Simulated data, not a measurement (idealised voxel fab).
process module | voxel ribs on slabs
cross-section cut | 160 nm wide | cells 5 nm
A cross-section is a grid of square cells, given in bands from the top down. A band is one or more rows of cells.
Each band's line starts with the height of the band's top and of its bottom, in nm. Then come its materials from left to right, each with its width in nm. One material with "throughout" fills the band from edge to edge. "air" is empty space.
Height 0 is the level under which the wafer as received is all one material. The lowest band goes on downwards, as in "0 down".
A width such as "30 to 40" changes by the same amount from each row of cells to the next, from the band's top row to its bottom row.
"no change" after a step means that no cell of the cross-section changed.
closed voids: empty space of 8 cells or more with no open way to the top, each as width x height at its distance from the left edge, in nm
after a step's settings: what the simulator itself notes on the step
overlay nm, on a step with a mask: how far to the right of its planned place the mask lay; to the left if negative
plan
1 op RECEIVE | material Si
2 op DIRECTIONAL_DEP | material SiO2 | thk nm 20
3 op DIRECTIONAL_DEP | material polySi | thk nm 25
4 op DIRECTIONAL_DEP | material aC | thk nm 10
5 op PATTERN | tone cover | mask id RIB | material resist | width nm 30 | thk nm 25 | overlay nm 0
6 op DIRECTIONAL_ETCH | etch materials aC | depth nm 10
7 op STRIP | etch materials resist
8 op DIRECTIONAL_ETCH | etch materials polySi | depth nm 5
9 op STRIP | etch materials aC
10 op DIRECTIONAL_DEP | material aC | thk nm 15
11 op PATTERN | tone cover | mask id SLAB | material resist | width nm 80 | thk nm 35 | overlay nm 0
12 op DIRECTIONAL_ETCH | etch materials aC | depth nm 15
13 op STRIP | etch materials resist
14 op DIRECTIONAL_ETCH | etch materials polySi | depth nm 20
15 op STRIP | etch materials aC
16 op FILL_DEP | material SiO2 | thk nm 20
17 op CMP | height nm 60
18 op DIRECTIONAL_DEP | material W | thk nm 10
19 op DIRECTIONAL_DEP | material aC | thk nm 15
20 op PATTERN | tone cover | mask id HEATER | material resist | width nm 40 | thk nm 30 | overlay nm 0
21 op DIRECTIONAL_ETCH | etch materials aC | depth nm 15
22 op STRIP | etch materials resist
23 op DIRECTIONAL_ETCH | etch materials W | depth nm 10
24 op STRIP | etch materials aC
25 op CONFORMAL_DEP | material SiO2 | thk nm 10
as received, after step 1
  0 down: Si throughout
  closed voids: none
first wafer at the end, as planned
  80 to 70: air 50 | SiO2 60 | air 50
  70 to 60: SiO2 60 | W 40 | SiO2 60
  60 to 45: SiO2 throughout
  45 to 40: SiO2 65 | polySi 30 | SiO2 65
  40 to 20: SiO2 40 | polySi 80 | SiO2 40
  20 to 0: SiO2 throughout
  0 down: Si throughout
  closed voids: none
second wafer at the end: like start, like plan, one mistake
  75 to 65: air 50 | SiO2 60 | air 50
  65 to 55: SiO2 60 | W 40 | SiO2 60
  55 to 45: SiO2 throughout
  45 to 40: SiO2 65 | polySi 30 | SiO2 65
  40 to 20: SiO2 40 | polySi 80 | SiO2 40
  20 to 0: SiO2 throughout
  0 down: Si throughout
  closed voids: none
what went wrong: step 17 ran as: op CMP | height nm 55
at the end the second wafer has, in cells: 32 fewer of SiO2
